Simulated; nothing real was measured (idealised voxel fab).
process module | voxel gate over fins
cross-section cut | 215 nm wide | cells 5 nm
A cross-section is a grid of square cells, given in bands from the top down. A band is one or more rows of cells.
Each band's line starts with the height of the band's top and of its bottom, in nm. Then come its materials from left to right, each with its width in nm. One material with "throughout" fills the band from edge to edge. "air" is empty space.
Height 0 is the level under which the wafer as received is all one material. The lowest band goes on downwards, as in "0 down".
A width such as "30 to 40" changes by the same amount from each row of cells to the next, from the band's top row to its bottom row.
"no change" after a step means that no cell of the cross-section changed.
closed voids: empty space of 8 cells or more with no open way to the top, each as width x height at its distance from the left edge, in nm
after a step's settings: what the simulator itself notes on the step
overlay nm, on a step with a mask: how far to the right of its planned place the mask lay; to the left if negative
plan
1 op RECEIVE | material Si
2 op CONFORMAL_DEP | material SiN | thk nm 5
3 op MASKED_ETCH | tone cover | mask id FINS | width nm 15 | pitch nm 60 | etch materials SiN | depth nm 5 | overlay nm 0
4 op MASKED_ETCH | tone cover | mask id FINS | width nm 15 | pitch nm 60 | etch materials Si | depth nm 30 | overlay nm 0
5 op FILL_DEP | material SiO2 | thk nm 5
6 op CMP | height nm 5
7 op MASKED_ETCH | tone open | mask id RAIL | width nm 15 | etch materials SiO2 | depth nm 30 | overlay nm 0
8 op CONFORMAL_DEP | material TiN | thk nm 5
9 op FILL_DEP | material W | thk nm 5
10 op CMP | height nm 5
11 op SELECTIVE_ETCH | etch materials W Ru TiN | depth nm 25
12 op FILL_DEP | material SiO2 | thk nm 5
13 op CMP | height nm 5
14 op SELECTIVE_ETCH | etch materials SiO2 | depth nm 15
15 op STRIP | etch materials SiN
16 op CONFORMAL_DEP | material HfO2 | thk nm 5
17 op CONFORMAL_DEP | material TiN | thk nm 5
18 op CONFORMAL_DEP | material TiAl | thk nm 5
19 op CONFORMAL_DEP | material TiN | thk nm 5
20 op FILL_DEP | material W | thk nm 10
21 op CMP | height nm 25
22 op CONFORMAL_DEP | material SiN | thk nm 5
varied across the wafers: thk nm of step 17. The plan shows the first wafer's value. All wafers start alike
first wafer as received, after step 1
  0 down: Si throughout
  closed voids: none
each wafer at the end: cells of each material gained (+) or lost (-) since it was received, then its closed voids
thk nm 5 | +51 HfO2 | -222 Si | +43 SiN | +145 SiO2 | +51 TiAl | +105 TiN | +85 W | closed voids: none
thk nm 10 | +51 HfO2 | -222 Si | +43 SiN | +145 SiO2 | +51 TiAl | +154 TiN | +36 W | closed voids: none
thk nm 15 | +51 HfO2 | -222 Si | +43 SiN | +145 SiO2 | +49 TiAl | +176 TiN | +16 W | closed voids: none
thk nm 20 | +51 HfO2 | -222 Si | +43 SiN | +145 SiO2 | +20 TiAl | +221 TiN | closed voids: none
